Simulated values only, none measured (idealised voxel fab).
Proc. module: voxel fin reveal
For reference, the cross-section in this document is cut, with width 150 nm and square cells of 5 nm.
When this document writes out a cross-section, it uses a grid of square cells and lists it as bands, beginning at the top and moving down, with a band standing for one or more rows of cells.
First you get the band's top height and its bottom height, in nm, and then the materials it's made of, left to right, with each width in nm. If you see a single material with "all across", that one covers the band edge to edge. "air" is empty space.
Note: height 0 marks the level under which the wafer is uniformly one material as received. Lowest band unbounded below, written "z 0 and below".
With a width like "30 to 40", each row of cells in the band differs from the next by the same amount, the top row carrying the first number and the bottom row the second.
Step note "no alteration" = no cross-section cell changed.
What "Closed cavities" gives you is every empty space of 8 cells or more that is cut off from the top. Each appears as width x height at distance, with the distance taken from the left edge and width, height and distance all in nm.
Read whatever lies past the settings on a step's line as the simulator's own remark about the step.
"overlay nm" answers the question of how far to the right of plan the mask lay on a step that has a mask, and when it is negative the answer is to the left.
INTENDED PROCESS STEPS
1,RECEIVE,material Si
2,CONFORMAL_DEP,material SiN,thk nm 10
3,MASKED_ETCH,tone cover,mask id FINS,width nm 15,pitch nm 45,etch materials SiN,depth nm 10,overlay nm 0
4,MASKED_ETCH,tone cover,mask id FINS,width nm 15,pitch nm 45,etch materials Si,depth nm 30,overlay nm 0
5,OXIDIZE,depth nm 5
6,FILL_DEP,material SiO2,thk nm 5
7,CMP,height nm 10
8,SELECTIVE_ETCH,etch materials SiO2,depth nm 30
9,STRIP,etch materials SiN
RECEIVED-STATE CROSS-SECTION, REFLECTING COMPLETION OF STEP 1
  z 0 and below: Si all across
  Closed cavities: none
MODULE COMPLETE, CROSS-SECTION. STARTING POINT AND PLAN PER ABOVE. ONE MISTAKE MADE IN RUNNING THE MODULE
  z 0 to -20: air 50 nm  Si 5 nm  air 40 nm  Si 5 nm  air 50 nm
  z -20 to -25: SiO2 50 nm  Si 5 nm  SiO2 40 nm  Si 5 nm  SiO2 50 nm
  z -25 and below: Si all across
  Closed cavities: none
Short version of what went wrong: step 4 was run on a setting that differed from the plan, and what really ran there is MASKED_ETCH,tone cover,mask id FINS,width nm 15,pitch nm 45,etch materials Si,depth nm 20,overlay nm 0
